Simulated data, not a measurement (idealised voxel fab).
process module | voxel transistor to metal
cross-section cut | 180 nm wide | cells 5 nm
A cross-section is a grid of square cells, given in bands from the top down. A band is one or more rows of cells.
Each band's line starts with the height of the band's top and of its bottom, in nm. Then come its materials from left to right, each with its width in nm. One material with "throughout" fills the band from edge to edge. "air" is empty space.
Height 0 is the level under which the wafer as received is all one material. The lowest band goes on downwards, as in "0 down".
A width such as "30 to 40" changes by the same amount from each row of cells to the next, from the band's top row to its bottom row.
"no change" after a step means that no cell of the cross-section changed.
closed voids: empty space of 8 cells or more with no open way to the top, each as width x height at its distance from the left edge, in nm
after a step's settings: what the simulator itself notes on the step
overlay nm, on a step with a mask: how far to the right of its planned place the mask lay; to the left if negative
plan
1 op RECEIVE | material Si
2 op CONFORMAL_DEP | material SiO2 | thk nm 5
3 op CONFORMAL_DEP | material SiN | thk nm 10
4 op PATTERN | tone cover | mask id ACTIVE | material resist | width nm 105 | thk nm 20 | overlay nm 0
5 op DIRECTIONAL_ETCH | etch materials SiN | depth nm 10
6 op DIRECTIONAL_ETCH | etch materials SiO2 | depth nm 5
7 op DIRECTIONAL_ETCH | etch materials Si | depth nm 20
8 op STRIP | etch materials resist
9 op OXIDIZE | depth nm 5
10 op FILL_DEP | material SiO2 | thk nm 10
11 op CMP | height nm 15
12 op SELECTIVE_ETCH | etch materials SiO2 | depth nm 5
13 op STRIP | etch materials SiN
14 op SELECTIVE_ETCH | etch materials SiO2 | depth nm 5
15 op OXIDIZE | depth nm 5
16 op DIRECTIONAL_DEP | material polySi | thk nm 20
17 op DIRECTIONAL_DEP | material SiCN | thk nm 10
18 op PATTERN | tone cover | mask id GATE | material resist | width nm 25 | thk nm 20 | overlay nm 0
19 op DIRECTIONAL_ETCH | etch materials SiCN | depth nm 20
20 op DIRECTIONAL_ETCH | etch materials polySi | depth nm 30
21 op STRIP | etch materials resist
22 op CONFORMAL_DEP | material SiN | thk nm 10
23 op DIRECTIONAL_ETCH | etch materials SiN | depth nm 10
24 op DIRECTIONAL_ETCH | etch materials SiO2 | depth nm 5
25 op DIRECTIONAL_ETCH | etch materials Si | depth nm 10
26 op EPI | material nSi | thk nm 10
27 op FILL_DEP | material SiO2 | thk nm 10
28 op CMP | height nm 30
29 op DIRECTIONAL_DEP | material SiO2 | thk nm 10
30 op DIRECTIONAL_DEP | material aC | thk nm 15
31 op PATTERN | tone open | mask id CONTACT | material resist | width nm 25 | pitch nm 60 | thk nm 35 | overlay nm 0
32 op DIRECTIONAL_ETCH | etch materials aC | depth nm 15
33 op STRIP | etch materials resist
34 op DIRECTIONAL_ETCH | etch materials SiO2 | depth nm 45
35 op STRIP | etch materials aC
36 op CONFORMAL_DEP | material TiN | thk nm 5
37 op FILL_DEP | material Ru | thk nm 10
38 op CMP | height nm 40
39 op DIRECTIONAL_DEP | material TiN | thk nm 5
40 op DIRECTIONAL_DEP | material W | thk nm 25
41 op DIRECTIONAL_DEP | material aC | thk nm 15
42 op PATTERN | tone cover | mask id METAL_1 | material resist | width nm 15 | pitch nm 70 | thk nm 35 | overlay nm 0
43 op DIRECTIONAL_ETCH | etch materials aC | depth nm 15
44 op STRIP | etch materials resist
45 op DIRECTIONAL_ETCH | etch materials W | depth nm 25
46 op DIRECTIONAL_ETCH | etch materials TiN | depth nm 5
47 op STRIP | etch materials aC
48 op CONFORMAL_DEP | material SiN | thk nm 5
49 op FILL_DEP | material lowk | thk nm 10
50 op CMP | height nm 70
51 op CONFORMAL_DEP | material SiCN | thk nm 5
52 op DIRECTIONAL_DEP | material lowk | thk nm 30
53 op DIRECTIONAL_DEP | material aC | thk nm 15
54 op PATTERN | tone open | mask id METAL_2 | material resist | width nm 15 | pitch nm 70 | thk nm 35 | overlay nm 0
55 op DIRECTIONAL_ETCH | etch materials aC | depth nm 15
56 op STRIP | etch materials resist
57 op DIRECTIONAL_ETCH | etch materials lowk | depth nm 15
58 op STRIP | etch materials aC
59 op MASKED_ETCH | tone open | mask id METAL_2_HOLES | width nm 15 | pitch nm 70 | etch materials lowk | depth nm 15 | overlay nm 0
60 op MASKED_ETCH | tone open | mask id METAL_2_HOLES | width nm 15 | pitch nm 70 | etch materials SiCN | depth nm 5 | overlay nm 0
61 op CONFORMAL_DEP | material TiN | thk nm 5
62 op FILL_DEP | material Cu | thk nm 10
63 op CMP | height nm 105
64 op CONFORMAL_DEP | material SiCN | thk nm 5
as received, after step 1
  0 down: Si throughout
  closed voids: none
a wafer at the end: this start, this plan, one mistake
  110 to 105: SiCN throughout
  105 to 75: lowk 45 | TiN 5 | Cu 5 | TiN 5 | lowk 55 | TiN 5 | Cu 5 | TiN 5 | lowk 50
  75 to 70: SiCN 45 | TiN 15 | SiCN 55 | TiN 15 | SiCN 50
  70 to 45: lowk 40 | SiN 5 | W 15 | SiN 5 | lowk 45 | SiN 5 | W 15 | SiN 5 | lowk 45
  45 to 40: SiN 45 | TiN 15 | SiN 55 | TiN 15 | SiN 50
  40 to 30: SiO2 40 | TiN 5 | Ru 15 | TiN 5 | SiO2 35 | TiN 5 to 15 | Ru 15 to 5 | TiN 5 | SiO2 55
  30 to 20: SiO2 40 | TiN 5 | Ru 15 | TiN 5 | SiN 10 | SiCN 25 | SiN 10 | TiN 5 | Ru 5 | TiN 5 | SiO2 55
  20 to 10: SiO2 40 | TiN 5 | Ru 15 | TiN 5 | SiN 10 | polySi 25 | SiN 10 | TiN 5 | Ru 5 | TiN 5 | SiO2 55
  10 to 5: SiO2 40 | TiN 5 | Ru 5 | TiN 15 | SiN 10 | polySi 25 | SiN 10 | TiN 15 | SiO2 55
  5 to 0: SiO2 30 | SiN 10 | TiN 5 | Ru 5 | TiN 5 | nSi 10 | SiN 10 | polySi 25 | SiN 10 | nSi 10 | TiN 5 | SiO2 10 | SiN 10 | SiO2 35
  0 to -5: SiO2 40 | TiN 15 | nSi 10 | SiO2 45 | nSi 10 | TiN 5 | SiO2 55
  -5 to -15: SiO2 40 | nSi 25 | Si 45 | nSi 25 | SiO2 45
  -15 to -25: SiO2 40 | Si 95 | SiO2 45
  -25 down: Si throughout
  closed voids: none
what went wrong: step 31 ran as: op PATTERN | tone open | mask id CONTACT | material resist | width nm 25 | pitch nm 60 | thk nm 35 | overlay nm -5
